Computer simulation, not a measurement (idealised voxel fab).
process module | voxel air gaps
cross-section cut | 190 nm wide | cells 5 nm
A cross-section is a grid of square cells, given in bands from the top down. A band is one or more rows of cells.
Each band's line starts with the height of the band's top and of its bottom, in nm. Then come its materials from left to right, each with its width in nm. One material with "throughout" fills the band from edge to edge. "air" is empty space.
Height 0 is the level under which the wafer as received is all one material. The lowest band goes on downwards, as in "0 down".
A width such as "30 to 40" changes by the same amount from each row of cells to the next, from the band's top row to its bottom row.
"no change" after a step means that no cell of the cross-section changed.
closed voids: empty space of 8 cells or more with no open way to the top, each as width x height at its distance from the left edge, in nm
after a step's settings: what the simulator itself notes on the step
overlay nm, on a step with a mask: how far to the right of its planned place the mask lay; to the left if negative
plan
1 op RECEIVE | material Si
2 op CONFORMAL_DEP | material SiO2 | thk nm 15
3 op CONFORMAL_DEP | material SiCN | thk nm 5
4 op DIRECTIONAL_DEP | material lowk | thk nm 35
5 op DIRECTIONAL_DEP | material aC | thk nm 15
6 op PATTERN | tone open | mask id LINES | material resist | width nm 15 | pitch nm 45 | thk nm 30 | overlay nm 0
7 op DIRECTIONAL_ETCH | etch materials aC | depth nm 15
8 op STRIP | etch materials resist
9 op DIRECTIONAL_ETCH | etch materials lowk | depth nm 35
10 op STRIP | etch materials aC
11 op CONFORMAL_DEP | material TiN | thk nm 5
12 op FILL_DEP | material Cu | thk nm 10
13 op CMP | height nm 55
14 op EPI | material Ru | thk nm 10
15 op SELECTIVE_ETCH | etch materials lowk | depth nm 45
16 op CONFORMAL_DEP | material SiCN | thk nm 5
first wafer, as planned
as received, after step 1
  0 down: Si throughout
  closed voids: none
after step 2
  15 to 0: SiO2 throughout
  below 0: unchanged
after step 3
  20 to 15: SiCN throughout
  below 15: unchanged
after step 4
  55 to 20: lowk throughout
  below 20: unchanged
after step 5
  70 to 55: aC throughout
  below 55: unchanged
after step 6
  100 to 70: resist 40 | air 15 | resist 30 | air 15 | resist 30 | air 15 | resist 45
  below 70: unchanged
after step 7
  85 to 70: resist 40 | air 15 | resist 30 | air 15 | resist 30 | air 15 | resist 45
  70 to 55: aC 40 | air 15 | aC 30 | air 15 | aC 30 | air 15 | aC 45
  below 55: unchanged
after step 8
  70 to 55: aC 40 | air 15 | aC 30 | air 15 | aC 30 | air 15 | aC 45
  below 55: unchanged
after step 9
  70 to 55: aC 40 | air 15 | aC 30 | air 15 | aC 30 | air 15 | aC 45
  55 to 20: lowk 40 | air 15 | lowk 30 | air 15 | lowk 30 | air 15 | lowk 45
  below 20: unchanged
after step 10
  55 to 20: lowk 40 | air 15 | lowk 30 | air 15 | lowk 30 | air 15 | lowk 45
  below 20: unchanged
after step 11
  60 to 55: TiN 45 | air 5 | TiN 40 | air 5 | TiN 40 | air 5 | TiN 50
  55 to 25: lowk 40 | TiN 5 | air 5 | TiN 5 | lowk 30 | TiN 5 | air 5 | TiN 5 | lowk 30 | TiN 5 | air 5 | TiN 5 | lowk 45
  25 to 20: lowk 40 | TiN 15 | lowk 30 | TiN 15 | lowk 30 | TiN 15 | lowk 45
  below 20: unchanged
after step 12
  70 to 60: Cu throughout
  60 to 55: TiN 45 | Cu 5 | TiN 40 | Cu 5 | TiN 40 | Cu 5 | TiN 50
  55 to 25: lowk 40 | TiN 5 | Cu 5 | TiN 5 | lowk 30 | TiN 5 | Cu 5 | TiN 5 | lowk 30 | TiN 5 | Cu 5 | TiN 5 | lowk 45
  below 25: unchanged
after step 13
  55 to 25: lowk 40 | TiN 5 | Cu 5 | TiN 5 | lowk 30 | TiN 5 | Cu 5 | TiN 5 | lowk 30 | TiN 5 | Cu 5 | TiN 5 | lowk 45
  below 25: unchanged
after step 14
  65 to 55: air 30 | Ru 35 | air 10 | Ru 35 | air 10 | Ru 35 | air 35
  below 55: unchanged
after step 15
  65 to 55: air 30 | Ru 35 | air 10 | Ru 35 | air 10 | Ru 35 | air 35
  55 to 25: air 40 | TiN 5 | Cu 5 | TiN 5 | air 30 | TiN 5 | Cu 5 | TiN 5 | air 30 | TiN 5 | Cu 5 | TiN 5 | air 45
  25 to 20: air 40 | TiN 15 | air 30 | TiN 15 | air 30 | TiN 15 | air 45
  below 20: unchanged
after step 16
  70 to 65: air 25 | SiCN 135 | air 30
  65 to 55: air 25 | SiCN 5 | Ru 35 | SiCN 10 | Ru 35 | SiCN 10 | Ru 35 | SiCN 5 | air 30
  55 to 50: air 25 | SiCN 15 | TiN 5 | Cu 5 | TiN 5 | SiCN 30 | TiN 5 | Cu 5 | TiN 5 | SiCN 30 | TiN 5 | Cu 5 | TiN 5 | SiCN 15 | air 30
  50 to 25: air 35 | SiCN 5 | TiN 5 | Cu 5 | TiN 5 | SiCN 5 | air 20 | SiCN 5 | TiN 5 | Cu 5 | TiN 5 | SiCN 5 | air 20 | SiCN 5 | TiN 5 | Cu 5 | TiN 5 | SiCN 5 | air 40
  25 to 20: SiCN 40 | TiN 15 | SiCN 30 | TiN 15 | SiCN 30 | TiN 15 | SiCN 45
  below 20: unchanged
  closed voids: 20 x 25 at 60; 20 x 25 at 105
second wafer: like start, like plan, one mistake. Through step 13 it matches the first wafer
when step 14 should have ended
  75 to 55: air 20 | Ru 145 | air 25
  below 55: unchanged
when step 15 should have ended
  75 to 55: air 20 | Ru 145 | air 25
  55 to 25: air 40 | TiN 5 | Cu 5 | TiN 5 | lowk 30 | TiN 5 | Cu 5 | TiN 5 | lowk 30 | TiN 5 | Cu 5 | TiN 5 | air 45
  25 to 20: air 40 | TiN 15 | lowk 30 | TiN 15 | lowk 30 | TiN 15 | air 45
  below 20: unchanged
when step 16 should have ended
  80 to 75: air 15 | SiCN 155 | air 20
  75 to 55: air 15 | SiCN 5 | Ru 145 | SiCN 5 | air 20
  55 to 50: air 15 | SiCN 25 | TiN 5 | Cu 5 | TiN 5 | lowk 30 | TiN 5 | Cu 5 | TiN 5 | lowk 30 | TiN 5 | Cu 5 | TiN 5 | SiCN 25 | air 20
  50 to 25: air 35 | SiCN 5 | TiN 5 | Cu 5 | TiN 5 | lowk 30 | TiN 5 | Cu 5 | TiN 5 | lowk 30 | TiN 5 | Cu 5 | TiN 5 | SiCN 5 | air 40
  25 to 20: SiCN 40 | TiN 15 | lowk 30 | TiN 15 | lowk 30 | TiN 15 | SiCN 45
  below 20: unchanged
what went wrong: step 14 was run twice
at the end the second wafer has, in cells: 74 more of Ru | 40 fewer of SiCN | 84 more of lowk
closed voids at the end (first wafer, second wafer): 2, 0
